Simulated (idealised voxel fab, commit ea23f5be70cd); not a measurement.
Module name: voxel quadruple lines (process module)
Cross-section cut: width 295 nm, square cells of 5 nm.
This document writes a cross-section as a grid whose cells are square, and gives it as bands, listed from the top down; one or more rows of cells form a band.
Per band: top height and bottom height in nm, followed by the left-to-right materials and their widths in nm; "edge to edge" marks a single material spanning edge to edge, "air" marks empty space.
Counting heights begins at 0, where everything beneath is, in the wafer as received, one material. The lowest band has no bottom; it goes on downwards, as "z 0 and below" shows.
With a width like "30 to 40", each row of cells in the band differs from the next by the same amount, the top row carrying the first number and the bottom row the second.
When a step is marked "no change occurred", none of the cells in the cross-section changed during that step.
The entry "Entrapped voids" lists the empty spaces that cover at least 8 cells and have no open path to the top. Each is written as width x height at distance, where the distance is measured from the left edge and all three values are in nm.
Past the settings on a step's line: simulator remark, on that step.
Regarding "overlay nm": on a step with a mask, it is the distance the mask lay to the right of its planned place; a negative value places it to the left.
PROCESS STEPS - PLAN
| 1 | RECEIVE with material Si |
| 2 | CONFORMAL_DEP with material Al2O3, thk nm 5 |
| 3 | DIRECTIONAL_DEP with material TiN, thk nm 15 |
| 4 | DIRECTIONAL_DEP with material polySi, thk nm 20 |
| 5 | DIRECTIONAL_DEP with material aC, thk nm 20 |
| 6 | PATTERN with tone cover, mask id MANDREL, material resist, width nm 20, thk nm 30, overlay nm 0 |
| 7 | DIRECTIONAL_ETCH with etch materials aC, depth nm 20 |
| 8 | STRIP with etch materials resist |
| 9 | CONFORMAL_DEP with material SiO2, thk nm 10 |
| 10 | DIRECTIONAL_ETCH with etch materials SiO2, depth nm 10 |
| 11 | STRIP with etch materials aC |
| 12 | DIRECTIONAL_ETCH with etch materials polySi, depth nm 20 |
| 13 | STRIP with etch materials SiO2 |
| 14 | CONFORMAL_DEP with material SiCN, thk nm 5 |
| 15 | DIRECTIONAL_ETCH with etch materials SiCN, depth nm 5 |
| 16 | STRIP with etch materials polySi |
| 17 | DIRECTIONAL_ETCH with etch materials TiN, depth nm 15 |
| 18 | STRIP with etch materials SiCN |
CROSS-SECTION: WAFER ON ARRIVAL = AFTER STEP 1
- z 0 and below  Si edge to edge
- Entrapped voids: none
CROSS-SECTION, END OF MODULE. START: AS ABOVE. PLAN: AS ABOVE. EXECUTION: ONE MISTAKE
- z 40 to 20  aC edge to edge
- z 20 to 5  TiN edge to edge
- z 5 to 0  Al2O3 edge to edge
- z 0 and below  Si edge to edge
- Entrapped voids: none
In executing the process, a mistake was made relative to the plan: steps 4 and 5 of the plan were each performed in the slot designated for the other
